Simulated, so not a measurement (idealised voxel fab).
The following process module bears the name voxel wiring stack.
cross-section cut | 250 nm wide | cells 5 nm
Cross-section spec: square-cell grid; bands listed top down; each band is one or more rows.
The band entry comprises the height of the band's top followed by the height of its bottom, expressed in nm, and subsequently the band's materials from left to right, each stated together with its width in nm. Where a single material is marked with the word "edge to edge", that material fills the band from edge to edge. The word "empty" represents empty space.
Height 0 is the level under which the wafer as received is all one material. The lowest band goes on downwards, as in "0 and below".
Width "30..40": first value at the band's top row of cells, second value at its bottom row, equal change from row to row.
The cross-section has no changed cell in any step marked "everything unchanged".
Reported under the label "Closed void list" are the empty spaces having no open way to the top and comprising 8 cells or more; the notation for each is width x height at distance, in which the distance is measured from the left edge and all three values are in nm.
The remark found on a step's line after its settings is issued by the simulator itself and pertains to that step.
A step's line can hold "overlay nm"; with a mask on that step, the setting says how far right of the planned place the mask lay, while a negative setting says it lay to the left.

[Set out below are the planned steps of the process]
step 1: RECEIVE: material Si
step 2: CONFORMAL_DEP: material SiO2, thk nm 10
step 3: CONFORMAL_DEP: material SiCN, thk nm 5
step 4: DIRECTIONAL_DEP: material lowk, thk nm 15
step 5: DIRECTIONAL_DEP: material aC, thk nm 15
step 6: PATTERN: tone open, mask id METAL_1, material resist, width nm 20, pitch nm 40, thk nm 35, overlay nm 0
step 7: DIRECTIONAL_ETCH: etch materials aC, depth nm 15
step 8: STRIP: etch materials resist
step 9: DIRECTIONAL_ETCH: etch materials lowk, depth nm 15
step 10: DIRECTIONAL_ETCH: etch materials SiCN, depth nm 5
step 11: STRIP: etch materials aC
step 12: CONFORMAL_DEP: material TiN, thk nm 5
step 13: FILL_DEP: material W, thk nm 5
step 14: CMP: height nm 30
step 15: CONFORMAL_DEP: material SiCN, thk nm 5
step 16: DIRECTIONAL_DEP: material SiO2, thk nm 10
step 17: DIRECTIONAL_DEP: material aC, thk nm 10
step 18: PATTERN: tone open, mask id PLUG_1, material resist, width nm 15, pitch nm 40, thk nm 30, overlay nm 0
step 19: DIRECTIONAL_ETCH: etch materials aC, depth nm 10
step 20: STRIP: etch materials resist
step 21: DIRECTIONAL_ETCH: etch materials SiO2, depth nm 10
step 22: DIRECTIONAL_ETCH: etch materials SiCN, depth nm 5
step 23: STRIP: etch materials aC
step 24: CONFORMAL_DEP: material TiN, thk nm 5
step 25: FILL_DEP: material Cu, thk nm 10
step 26: CMP: height nm 45
step 27: CONFORMAL_DEP: material SiCN, thk nm 5
step 28: DIRECTIONAL_DEP: material SiO2, thk nm 15
step 29: DIRECTIONAL_DEP: material aC, thk nm 15
step 30: PATTERN: tone open, mask id METAL_2, material resist, width nm 20, pitch nm 40, thk nm 35, overlay nm 0
step 31: DIRECTIONAL_ETCH: etch materials aC, depth nm 15
step 32: STRIP: etch materials resist
step 33: DIRECTIONAL_ETCH: etch materials SiO2, depth nm 15
step 34: DIRECTIONAL_ETCH: etch materials SiCN, depth nm 5
step 35: STRIP: etch materials aC
step 36: CONFORMAL_DEP: material TiN, thk nm 5
step 37: FILL_DEP: material Ru, thk nm 5
step 38: CMP: height nm 65
step 39: CONFORMAL_DEP: material SiCN, thk nm 5
step 40: DIRECTIONAL_DEP: material lowk, thk nm 35
step 41: DIRECTIONAL_DEP: material aC, thk nm 10
step 42: PATTERN: tone open, mask id METAL_3_HOLES, material resist, width nm 15, pitch nm 40, thk nm 25, overlay nm 0
step 43: DIRECTIONAL_ETCH: etch materials aC, depth nm 10
step 44: STRIP: etch materials resist
step 45: DIRECTIONAL_ETCH: etch materials lowk, depth nm 35
step 46: STRIP: etch materials aC
step 47: PATTERN: tone open, mask id METAL_3, material resist, width nm 20, pitch nm 40, thk nm 20, overlay nm 0
step 48: DIRECTIONAL_ETCH: etch materials lowk, depth nm 20
step 49: DIRECTIONAL_ETCH: etch materials SiCN, depth nm 5
step 50: STRIP: etch materials resist
step 51: CONFORMAL_DEP: material TiN, thk nm 5
step 52: FILL_DEP: material Cu, thk nm 5
step 53: CMP: height nm 105
step 54: CONFORMAL_DEP: material SiN, thk nm 5

[Of two wafers, the first: run according to plan]

[Wafer at receipt (post step 1), cross-section]
0 and below: Si edge to edge
Closed void list: none

[Cross-section: wafer state after step 2]
10 down to 0: SiO2 edge to edge
Everything under 0 stays put, no change at all.

[Cross-section: wafer state after step 3]
15 down to 10: SiCN edge to edge
Everything under 10 stays put, no change at all.

[Cross-section: wafer state after step 4]
30 down to 15: lowk edge to edge
Everything under 15 stays put, no change at all.

[Cross-section: wafer state after step 5]
45 down to 30: aC edge to edge
Everything under 30 stays put, no change at all.

[Cross-section: wafer state after step 6]
80 down to 45: resist (75) | empty (20) | resist (20) | empty (20) | resist (20) | empty (20) | resist (75)
Everything under 45 stays put, no change at all.

[Cross-section: wafer state after step 7]
65 down to 45: resist (75) | empty (20) | resist (20) | empty (20) | resist (20) | empty (20) | resist (75)
45 down to 30: aC (75) | empty (20) | aC (20) | empty (20) | aC (20) | empty (20) | aC (75)
Everything under 30 stays put, no change at all.

[Cross-section: wafer state after step 8]
45 down to 30: aC (75) | empty (20) | aC (20) | empty (20) | aC (20) | empty (20) | aC (75)
Everything under 30 stays put, no change at all.

[Cross-section: wafer state after step 9]
45 down to 30: aC (75) | empty (20) | aC (20) | empty (20) | aC (20) | empty (20) | aC (75)
30 down to 15: lowk (75) | empty (20) | lowk (20) | empty (20) | lowk (20) | empty (20) | lowk (75)
Everything under 15 stays put, no change at all.

[Cross-section: wafer state after step 10]
45 down to 30: aC (75) | empty (20) | aC (20) | empty (20) | aC (20) | empty (20) | aC (75)
30 down to 15: lowk (75) | empty (20) | lowk (20) | empty (20) | lowk (20) | empty (20) | lowk (75)
15 down to 10: SiCN (75) | empty (20) | SiCN (20) | empty (20) | SiCN (20) | empty (20) | SiCN (75)
Everything under 10 stays put, no change at all.

[Cross-section: wafer state after step 11]
30 down to 15: lowk (75) | empty (20) | lowk (20) | empty (20) | lowk (20) | empty (20) | lowk (75)
Everything under 15 stays put, no change at all.

[Cross-section: wafer state after step 12]
35 down to 30: TiN (80) | empty (10) | TiN (30) | empty (10) | TiN (30) | empty (10) | TiN (80)
30 down to 15: lowk (75) | TiN (5) | empty (10) | TiN (5) | lowk (20) | TiN (5) | empty (10) | TiN (5) | lowk (20) | TiN (5) | empty (10) | TiN (5) | lowk (75)
15 down to 10: SiCN (75) | TiN (20) | SiCN (20) | TiN (20) | SiCN (20) | TiN (20) | SiCN (75)
Everything under 10 stays put, no change at all.

[Cross-section: wafer state after step 13]
40 down to 35: W edge to edge
35 down to 30: TiN (80) | W (10) | TiN (30) | W (10) | TiN (30) | W (10) | TiN (80)
30 down to 15: lowk (75) | TiN (5) | W (10) | TiN (5) | lowk (20) | TiN (5) | W (10) | TiN (5) | lowk (20) | TiN (5) | W (10) | TiN (5) | lowk (75)
Everything under 15 stays put, no change at all.

[Cross-section: wafer state after step 14]
30 down to 15: lowk (75) | TiN (5) | W (10) | TiN (5) | lowk (20) | TiN (5) | W (10) | TiN (5) | lowk (20) | TiN (5) | W (10) | TiN (5) | lowk (75)
Everything under 15 stays put, no change at all.

[Cross-section: wafer state after step 15]
35 down to 30: SiCN edge to edge
Everything under 30 stays put, no change at all.

[Cross-section: wafer state after step 16]
45 down to 35: SiO2 edge to edge
Everything under 35 stays put, no change at all.

[Cross-section: wafer state after step 17]
55 down to 45: aC edge to edge
Everything under 45 stays put, no change at all.

[Cross-section: wafer state after step 18]
85 down to 55: resist (75) | empty (15) | resist (25) | empty (15) | resist (25) | empty (15) | resist (80)
Everything under 55 stays put, no change at all.

[Cross-section: wafer state after step 19]
75 down to 55: resist (75) | empty (15) | resist (25) | empty (15) | resist (25) | empty (15) | resist (80)
55 down to 45: aC (75) | empty (15) | aC (25) | empty (15) | aC (25) | empty (15) | aC (80)
Everything under 45 stays put, no change at all.

[Cross-section: wafer state after step 20]
55 down to 45: aC (75) | empty (15) | aC (25) | empty (15) | aC (25) | empty (15) | aC (80)
Everything under 45 stays put, no change at all.

[Cross-section: wafer state after step 21]
55 down to 45: aC (75) | empty (15) | aC (25) | empty (15) | aC (25) | empty (15) | aC (80)
45 down to 35: SiO2 (75) | empty (15) | SiO2 (25) | empty (15) | SiO2 (25) | empty (15) | SiO2 (80)
Everything under 35 stays put, no change at all.

[Cross-section: wafer state after step 22]
55 down to 45: aC (75) | empty (15) | aC (25) | empty (15) | aC (25) | empty (15) | aC (80)
45 down to 35: SiO2 (75) | empty (15) | SiO2 (25) | empty (15) | SiO2 (25) | empty (15) | SiO2 (80)
35 down to 30: SiCN (75) | empty (15) | SiCN (25) | empty (15) | SiCN (25) | empty (15) | SiCN (80)
Everything under 30 stays put, no change at all.

[Cross-section: wafer state after step 23]
45 down to 35: SiO2 (75) | empty (15) | SiO2 (25) | empty (15) | SiO2 (25) | empty (15) | SiO2 (80)
Everything under 35 stays put, no change at all.

[Cross-section: wafer state after step 24]
50 down to 45: TiN (80) | empty (5) | TiN (35) | empty (5) | TiN (35) | empty (5) | TiN (85)
45 down to 35: SiO2 (75) | TiN (5) | empty (5) | TiN (5) | SiO2 (25) | TiN (5) | empty (5) | TiN (5) | SiO2 (25) | TiN (5) | empty (5) | TiN (5) | SiO2 (80)
35 down to 30: SiCN (75) | TiN (15) | SiCN (25) | TiN (15) | SiCN (25) | TiN (15) | SiCN (80)
Everything under 30 stays put, no change at all.

[Cross-section: wafer state after step 25]
60 down to 50: Cu edge to edge
50 down to 45: TiN (80) | Cu (5) | TiN (35) | Cu (5) | TiN (35) | Cu (5) | TiN (85)
45 down to 35: SiO2 (75) | TiN (5) | Cu (5) | TiN (5) | SiO2 (25) | TiN (5) | Cu (5) | TiN (5) | SiO2 (25) | TiN (5) | Cu (5) | TiN (5) | SiO2 (80)
Everything under 35 stays put, no change at all.

[Cross-section: wafer state after step 26]
45 down to 35: SiO2 (75) | TiN (5) | Cu (5) | TiN (5) | SiO2 (25) | TiN (5) | Cu (5) | TiN (5) | SiO2 (25) | TiN (5) | Cu (5) | TiN (5) | SiO2 (80)
Everything under 35 stays put, no change at all.

[Cross-section: wafer state after step 27]
50 down to 45: SiCN edge to edge
Everything under 45 stays put, no change at all.

[Cross-section: wafer state after step 28]
65 down to 50: SiO2 edge to edge
Everything under 50 stays put, no change at all.

[Cross-section: wafer state after step 29]
80 down to 65: aC edge to edge
Everything under 65 stays put, no change at all.

[Cross-section: wafer state after step 30]
115 down to 80: resist (75) | empty (20) | resist (20) | empty (20) | resist (20) | empty (20) | resist (75)
Everything under 80 stays put, no change at all.

[Cross-section: wafer state after step 31]
100 down to 80: resist (75) | empty (20) | resist (20) | empty (20) | resist (20) | empty (20) | resist (75)
80 down to 65: aC (75) | empty (20) | aC (20) | empty (20) | aC (20) | empty (20) | aC (75)
Everything under 65 stays put, no change at all.

[Cross-section: wafer state after step 32]
80 down to 65: aC (75) | empty (20) | aC (20) | empty (20) | aC (20) | empty (20) | aC (75)
Everything under 65 stays put, no change at all.

[Cross-section: wafer state after step 33]
80 down to 65: aC (75) | empty (20) | aC (20) | empty (20) | aC (20) | empty (20) | aC (75)
65 down to 50: SiO2 (75) | empty (20) | SiO2 (20) | empty (20) | SiO2 (20) | empty (20) | SiO2 (75)
Everything under 50 stays put, no change at all.

[Cross-section: wafer state after step 34]
80 down to 65: aC (75) | empty (20) | aC (20) | empty (20) | aC (20) | empty (20) | aC (75)
65 down to 50: SiO2 (75) | empty (20) | SiO2 (20) | empty (20) | SiO2 (20) | empty (20) | SiO2 (75)
50 down to 45: SiCN (75) | empty (20) | SiCN (20) | empty (20) | SiCN (20) | empty (20) | SiCN (75)
Everything under 45 stays put, no change at all.

[Cross-section: wafer state after step 35]
65 down to 50: SiO2 (75) | empty (20) | SiO2 (20) | empty (20) | SiO2 (20) | empty (20) | SiO2 (75)
Everything under 50 stays put, no change at all.

[Cross-section: wafer state after step 36]
70 down to 65: TiN (80) | empty (10) | TiN (30) | empty (10) | TiN (30) | empty (10) | TiN (80)
65 down to 50: SiO2 (75) | TiN (5) | empty (10) | TiN (5) | SiO2 (20) | TiN (5) | empty (10) | TiN (5) | SiO2 (20) | TiN (5) | empty (10) | TiN (5) | SiO2 (75)
50 down to 45: SiCN (75) | TiN (20) | SiCN (20) | TiN (20) | SiCN (20) | TiN (20) | SiCN (75)
Everything under 45 stays put, no change at all.

[Cross-section: wafer state after step 37]
75 down to 70: Ru edge to edge
70 down to 65: TiN (80) | Ru (10) | TiN (30) | Ru (10) | TiN (30) | Ru (10) | TiN (80)
65 down to 50: SiO2 (75) | TiN (5) | Ru (10) | TiN (5) | SiO2 (20) | TiN (5) | Ru (10) | TiN (5) | SiO2 (20) | TiN (5) | Ru (10) | TiN (5) | SiO2 (75)
Everything under 50 stays put, no change at all.

[Cross-section: wafer state after step 38]
65 down to 50: SiO2 (75) | TiN (5) | Ru (10) | TiN (5) | SiO2 (20) | TiN (5) | Ru (10) | TiN (5) | SiO2 (20) | TiN (5) | Ru (10) | TiN (5) | SiO2 (75)
Everything under 50 stays put, no change at all.

[Cross-section: wafer state after step 39]
70 down to 65: SiCN edge to edge
Everything under 65 stays put, no change at all.

[Cross-section: wafer state after step 40]
105 down to 70: lowk edge to edge
Everything under 70 stays put, no change at all.

[Cross-section: wafer state after step 41]
115 down to 105: aC edge to edge
Everything under 105 stays put, no change at all.

[Cross-section: wafer state after step 42]
140 down to 115: resist (75) | empty (15) | resist (25) | empty (15) | resist (25) | empty (15) | resist (80)
Everything under 115 stays put, no change at all.

[Cross-section: wafer state after step 43]
130 down to 115: resist (75) | empty (15) | resist (25) | empty (15) | resist (25) | empty (15) | resist (80)
115 down to 105: aC (75) | empty (15) | aC (25) | empty (15) | aC (25) | empty (15) | aC (80)
Everything under 105 stays put, no change at all.

[Cross-section: wafer state after step 44]
115 down to 105: aC (75) | empty (15) | aC (25) | empty (15) | aC (25) | empty (15) | aC (80)
Everything under 105 stays put, no change at all.

[Cross-section: wafer state after step 45]
115 down to 105: aC (75) | empty (15) | aC (25) | empty (15) | aC (25) | empty (15) | aC (80)
105 down to 70: lowk (75) | empty (15) | lowk (25) | empty (15) | lowk (25) | empty (15) | lowk (80)
Everything under 70 stays put, no change at all.

[Cross-section: wafer state after step 46]
105 down to 70: lowk (75) | empty (15) | lowk (25) | empty (15) | lowk (25) | empty (15) | lowk (80)
Everything under 70 stays put, no change at all.

[Cross-section: wafer state after step 47]
125 down to 105: resist (75) | empty (20) | resist (20) | empty (20) | resist (20) | empty (20) | resist (75)
Everything under 105 stays put, no change at all.

[Cross-section: wafer state after step 48]
125 down to 105: resist (75) | empty (20) | resist (20) | empty (20) | resist (20) | empty (20) | resist (75)
105 down to 85: lowk (75) | empty (20) | lowk (20) | empty (20) | lowk (20) | empty (20) | lowk (75)
Everything under 85 stays put, no change at all.

[Cross-section: wafer state after step 49]
125 down to 105: resist (75) | empty (20) | resist (20) | empty (20) | resist (20) | empty (20) | resist (75)
105 down to 85: lowk (75) | empty (20) | lowk (20) | empty (20) | lowk (20) | empty (20) | lowk (75)
85 down to 70: lowk (75) | empty (15) | lowk (25) | empty (15) | lowk (25) | empty (15) | lowk (80)
70 down to 65: SiCN (75) | empty (15) | SiCN (25) | empty (15) | SiCN (25) | empty (15) | SiCN (80)
Everything under 65 stays put, no change at all.

[Cross-section: wafer state after step 50]
105 down to 85: lowk (75) | empty (20) | lowk (20) | empty (20) | lowk (20) | empty (20) | lowk (75)
Everything under 85 stays put, no change at all.

[Cross-section: wafer state after step 51]
110 down to 105: TiN (80) | empty (10) | TiN (30) | empty (10) | TiN (30) | empty (10) | TiN (80)
105 down to 90: lowk (75) | TiN (5) | empty (10) | TiN (5) | lowk (20) | TiN (5) | empty (10) | TiN (5) | lowk (20) | TiN (5) | empty (10) | TiN (5) | lowk (75)
90 down to 85: lowk (75) | TiN (5) | empty (5) | TiN (10) | lowk (20) | TiN (5) | empty (5) | TiN (10) | lowk (20) | TiN (5) | empty (5) | TiN (10) | lowk (75)
85 down to 70: lowk (75) | TiN (5) | empty (5) | TiN (5) | lowk (25) | TiN (5) | empty (5) | TiN (5) | lowk (25) | TiN (5) | empty (5) | TiN (5) | lowk (80)
70 down to 65: SiCN (75) | TiN (15) | SiCN (25) | TiN (15) | SiCN (25) | TiN (15) | SiCN (80)
Everything under 65 stays put, no change at all.

[Cross-section: wafer state after step 52]
115 down to 110: Cu edge to edge
110 down to 105: TiN (80) | Cu (10) | TiN (30) | Cu (10) | TiN (30) | Cu (10) | TiN (80)
105 down to 90: lowk (75) | TiN (5) | Cu (10) | TiN (5) | lowk (20) | TiN (5) | Cu (10) | TiN (5) | lowk (20) | TiN (5) | Cu (10) | TiN (5) | lowk (75)
90 down to 85: lowk (75) | TiN (5) | Cu (5) | TiN (10) | lowk (20) | TiN (5) | Cu (5) | TiN (10) | lowk (20) | TiN (5) | Cu (5) | TiN (10) | lowk (75)
85 down to 70: lowk (75) | TiN (5) | Cu (5) | TiN (5) | lowk (25) | TiN (5) | Cu (5) | TiN (5) | lowk (25) | TiN (5) | Cu (5) | TiN (5) | lowk (80)
Everything under 70 stays put, no change at all.

[Cross-section: wafer state after step 53]
105 down to 90: lowk (75) | TiN (5) | Cu (10) | TiN (5) | lowk (20) | TiN (5) | Cu (10) | TiN (5) | lowk (20) | TiN (5) | Cu (10) | TiN (5) | lowk (75)
Everything under 90 stays put, no change at all.

[Cross-section: wafer state after step 54]
110 down to 105: SiN edge to edge
Everything under 105 stays put, no change at all.

[The remaining wafer, second of the two, started like the first and was run to the same plan, except that one mistake was made along the way; the two coincide through step 27, inclusive]

[Look at the second wafer in cross-section at the time step 28 ought to have finished]
65 down to 50: Ru edge to edge
Everything under 50 stays put, no change at all.

[Look at the second wafer in cross-section at the time step 29 ought to have finished]
80 down to 65: aC edge to edge
Everything under 65 stays put, no change at all.

[Look at the second wafer in cross-section at the time step 30 ought to have finished]
115 down to 80: resist (75) | empty (20) | resist (20) | empty (20) | resist (20) | empty (20) | resist (75)
Everything under 80 stays put, no change at all.

[Look at the second wafer in cross-section at the time step 31 ought to have finished]
100 down to 80: resist (75) | empty (20) | resist (20) | empty (20) | resist (20) | empty (20) | resist (75)
80 down to 65: aC (75) | empty (20) | aC (20) | empty (20) | aC (20) | empty (20) | aC (75)
Everything under 65 stays put, no change at all.

[Look at the second wafer in cross-section at the time step 32 ought to have finished]
80 down to 65: aC (75) | empty (20) | aC (20) | empty (20) | aC (20) | empty (20) | aC (75)
Everything under 65 stays put, no change at all.

Look at the second wafer in cross-section at the time step 33 ought to have finished: everything unchanged

Look at the second wafer in cross-section at the time step 34 ought to have finished: everything unchanged

[Look at the second wafer in cross-section at the time step 35 ought to have finished]
65 down to 50: Ru edge to edge
Everything under 50 stays put, no change at all.

[Look at the second wafer in cross-section at the time step 36 ought to have finished]
70 down to 65: TiN edge to edge
Everything under 65 stays put, no change at all.

[Look at the second wafer in cross-section at the time step 37 ought to have finished]
75 down to 70: Ru edge to edge
Everything under 70 stays put, no change at all.

[Look at the second wafer in cross-section at the time step 38 ought to have finished]
65 down to 50: Ru edge to edge
Everything under 50 stays put, no change at all.

[Look at the second wafer in cross-section at the time step 39 ought to have finished]
70 down to 65: SiCN edge to edge
Everything under 65 stays put, no change at all.

[Look at the second wafer in cross-section at the time step 40 ought to have finished]
105 down to 70: lowk edge to edge
Everything under 70 stays put, no change at all.

[Look at the second wafer in cross-section at the time step 41 ought to have finished]
115 down to 105: aC edge to edge
Everything under 105 stays put, no change at all.

[Look at the second wafer in cross-section at the time step 42 ought to have finished]
140 down to 115: resist (75) | empty (15) | resist (25) | empty (15) | resist (25) | empty (15) | resist (80)
Everything under 115 stays put, no change at all.

[Look at the second wafer in cross-section at the time step 43 ought to have finished]
130 down to 115: resist (75) | empty (15) | resist (25) | empty (15) | resist (25) | empty (15) | resist (80)
115 down to 105: aC (75) | empty (15) | aC (25) | empty (15) | aC (25) | empty (15) | aC (80)
Everything under 105 stays put, no change at all.

[Look at the second wafer in cross-section at the time step 44 ought to have finished]
115 down to 105: aC (75) | empty (15) | aC (25) | empty (15) | aC (25) | empty (15) | aC (80)
Everything under 105 stays put, no change at all.

[Look at the second wafer in cross-section at the time step 45 ought to have finished]
115 down to 105: aC (75) | empty (15) | aC (25) | empty (15) | aC (25) | empty (15) | aC (80)
105 down to 70: lowk (75) | empty (15) | lowk (25) | empty (15) | lowk (25) | empty (15) | lowk (80)
Everything under 70 stays put, no change at all.

[Look at the second wafer in cross-section at the time step 46 ought to have finished]
105 down to 70: lowk (75) | empty (15) | lowk (25) | empty (15) | lowk (25) | empty (15) | lowk (80)
Everything under 70 stays put, no change at all.

[Look at the second wafer in cross-section at the time step 47 ought to have finished]
125 down to 105: resist (75) | empty (20) | resist (20) | empty (20) | resist (20) | empty (20) | resist (75)
Everything under 105 stays put, no change at all.

[Look at the second wafer in cross-section at the time step 48 ought to have finished]
125 down to 105: resist (75) | empty (20) | resist (20) | empty (20) | resist (20) | empty (20) | resist (75)
105 down to 85: lowk (75) | empty (20) | lowk (20) | empty (20) | lowk (20) | empty (20) | lowk (75)
Everything under 85 stays put, no change at all.

[Look at the second wafer in cross-section at the time step 49 ought to have finished]
125 down to 105: resist (75) | empty (20) | resist (20) | empty (20) | resist (20) | empty (20) | resist (75)
105 down to 85: lowk (75) | empty (20) | lowk (20) | empty (20) | lowk (20) | empty (20) | lowk (75)
85 down to 70: lowk (75) | empty (15) | lowk (25) | empty (15) | lowk (25) | empty (15) | lowk (80)
70 down to 65: SiCN (75) | empty (15) | SiCN (25) | empty (15) | SiCN (25) | empty (15) | SiCN (80)
Everything under 65 stays put, no change at all.

[Look at the second wafer in cross-section at the time step 50 ought to have finished]
105 down to 85: lowk (75) | empty (20) | lowk (20) | empty (20) | lowk (20) | empty (20) | lowk (75)
Everything under 85 stays put, no change at all.

[Look at the second wafer in cross-section at the time step 51 ought to have finished]
110 down to 105: TiN (80) | empty (10) | TiN (30) | empty (10) | TiN (30) | empty (10) | TiN (80)
105 down to 90: lowk (75) | TiN (5) | empty (10) | TiN (5) | lowk (20) | TiN (5) | empty (10) | TiN (5) | lowk (20) | TiN (5) | empty (10) | TiN (5) | lowk (75)
90 down to 85: lowk (75) | TiN (5) | empty (5) | TiN (10) | lowk (20) | TiN (5) | empty (5) | TiN (10) | lowk (20) | TiN (5) | empty (5) | TiN (10) | lowk (75)
85 down to 70: lowk (75) | TiN (5) | empty (5) | TiN (5) | lowk (25) | TiN (5) | empty (5) | TiN (5) | lowk (25) | TiN (5) | empty (5) | TiN (5) | lowk (80)
70 down to 65: SiCN (75) | TiN (15) | SiCN (25) | TiN (15) | SiCN (25) | TiN (15) | SiCN (80)
Everything under 65 stays put, no change at all.

[Look at the second wafer in cross-section at the time step 52 ought to have finished]
115 down to 110: Cu edge to edge
110 down to 105: TiN (80) | Cu (10) | TiN (30) | Cu (10) | TiN (30) | Cu (10) | TiN (80)
105 down to 90: lowk (75) | TiN (5) | Cu (10) | TiN (5) | lowk (20) | TiN (5) | Cu (10) | TiN (5) | lowk (20) | TiN (5) | Cu (10) | TiN (5) | lowk (75)
90 down to 85: lowk (75) | TiN (5) | Cu (5) | TiN (10) | lowk (20) | TiN (5) | Cu (5) | TiN (10) | lowk (20) | TiN (5) | Cu (5) | TiN (10) | lowk (75)
85 down to 70: lowk (75) | TiN (5) | Cu (5) | TiN (5) | lowk (25) | TiN (5) | Cu (5) | TiN (5) | lowk (25) | TiN (5) | Cu (5) | TiN (5) | lowk (80)
Everything under 70 stays put, no change at all.

[Look at the second wafer in cross-section at the time step 53 ought to have finished]
105 down to 90: lowk (75) | TiN (5) | Cu (10) | TiN (5) | lowk (20) | TiN (5) | Cu (10) | TiN (5) | lowk (20) | TiN (5) | Cu (10) | TiN (5) | lowk (75)
Everything under 90 stays put, no change at all.

[Look at the second wafer in cross-section at the time step 54 ought to have finished]
110 down to 105: SiN edge to edge
Everything under 105 stays put, no change at all.
Here's what went sideways: step 28, actual vs plan mismatch, actual run DIRECTIONAL_DEP: material Ru, thk nm 15
In the final state, the cell counts of the second wafer exceed or fall short of those of the first for the following materials: Ru +132; SiCN +12; SiO2 -114; TiN -30
